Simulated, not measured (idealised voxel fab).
process module | voxel ribs on slabs
Pictured: cross-section cut, 255 nm wide, on a grid of 5 nm square cells.
Cross-section, as written here: a square-cell grid given band by band from the top down, where a band holds one or more rows of cells.
Basically the band line says how high the top is and how high the bottom is, in nm, and then what's in it from left to right, every material with its width in nm. Empty space shows up as "blank", and if a single material carries "throughout" it runs the full band edge to edge.
Heights are expressed relative to 0, this being the level below which the as-received wafer comprises one material exclusively. The lowest band is unbounded in the downward direction and is denoted as in "z 0 and below".
It should be noted that a width expressed as "30..40" varies in equal increments from row to row of cells within the band, taking the value of the first number at the top row and that of the second number at the bottom row.
The designation "nothing altered", where it is given for a processing step, indicates that no cell of the cross-section was altered in the course of that step.
Voids not open to the top, 8 cells minimum: see "Unvented internal voids". Written width x height at distance; distance is from the left edge; nm.
Step line, after settings: the simulator's comment on this step.
overlay nm: how far to the right of its planned place the mask lay on this masked step (negative: to the left).

THESE ARE THE STEPS WE PLANNED FOR THE PROCESS
step 1: op RECEIVE | material Si
step 2: op DIRECTIONAL_DEP | material SiO2 | thk nm 20
step 3: op DIRECTIONAL_DEP | material polySi | thk nm 15
step 4: op MASKED_ETCH | tone cover | mask id RIB | width nm 20 | etch materials polySi | depth nm 5 | overlay nm 0
step 5: op DIRECTIONAL_DEP | material aC | thk nm 15
step 6: op PATTERN | tone cover | mask id SLAB | material resist | width nm 70 | thk nm 30 | overlay nm -15
step 7: op DIRECTIONAL_ETCH | etch materials aC | depth nm 15
step 8: op STRIP | etch materials resist
step 9: op DIRECTIONAL_ETCH | etch materials polySi | depth nm 10
step 10: op STRIP | etch materials aC
step 11: op FILL_DEP | material SiO2 | thk nm 20
step 12: op CMP | height nm 45
step 13: op DIRECTIONAL_DEP | material W | thk nm 5
step 14: op MASKED_ETCH | tone cover | mask id HEATER | width nm 30 | etch materials W | depth nm 5 | overlay nm 0
step 15: op CONFORMAL_DEP | material SiN | thk nm 5
The plan's step 6 overlay nm is the first wafer's value; the wafers differ in this setting and start identical.

CROSS-SECTION: THE FIRST OF SEVERAL WAFERS IN ITS AS-RECEIVED STATE, I.E. FOLLOWING STEP 1
* z 0 and below  Si throughout
* Unvented internal voids: none

ONCE STEP 15, THE LAST STEP, IS COMPLETE, THE MODULE IS AT ITS END; THIS IS THE CROSS-SECTION OF THE FIRST OF SEVERAL WAFERS
* z 55 to 50  blank: 105, SiN: 40, blank: 110
* z 50 to 45  SiN: 110, W: 30, SiN: 115
* z 45 to 35  SiO2 throughout
* z 35 to 30  SiO2: 115, polySi: 20, SiO2: 120
* z 30 to 20  SiO2: 75, polySi: 70, SiO2: 110
* z 20 to 0  SiO2 throughout
* z 0 and below  Si throughout
* Unvented internal voids: none

SECTIONAL VIEW OF THE LAST WAFER UPON COMPLETION OF THE MODULE
* z 55 to 50  blank: 105, SiN: 40, blank: 110
* z 50 to 45  SiN: 110, W: 30, SiN: 115
* z 45 to 35  SiO2 throughout
* z 35 to 30  SiO2: 115, polySi: 20, SiO2: 120
* z 30 to 20  SiO2: 105, polySi: 70, SiO2: 80
* z 20 to 0  SiO2 throughout
* z 0 and below  Si throughout
* Unvented internal voids: none

WHERE EACH WAFER STANDS AT THE END OF THE MODULE, A ROW APIECE: CELLS OF EACH MATERIAL GAINED (+) OR LOST (-) SINCE IT WAS RECEIVED, THEN CLOSED VOIDS
overlay nm -15, +53 SiN, +427 SiO2, +6 W, +32 polySi, Unvented internal voids: none
overlay nm -10, +53 SiN, +427 SiO2, +6 W, +32 polySi, Unvented internal voids: none
overlay nm -5, +53 SiN, +427 SiO2, +6 W, +32 polySi, Unvented internal voids: none
overlay nm 0, +53 SiN, +427 SiO2, +6 W, +32 polySi, Unvented internal voids: none
overlay nm 5, +53 SiN, +427 SiO2, +6 W, +32 polySi, Unvented internal voids: none
overlay nm 10, +53 SiN, +427 SiO2, +6 W, +32 polySi, Unvented internal voids: none
overlay nm 15, +53 SiN, +427 SiO2, +6 W, +32 polySi, Unvented internal voids: none
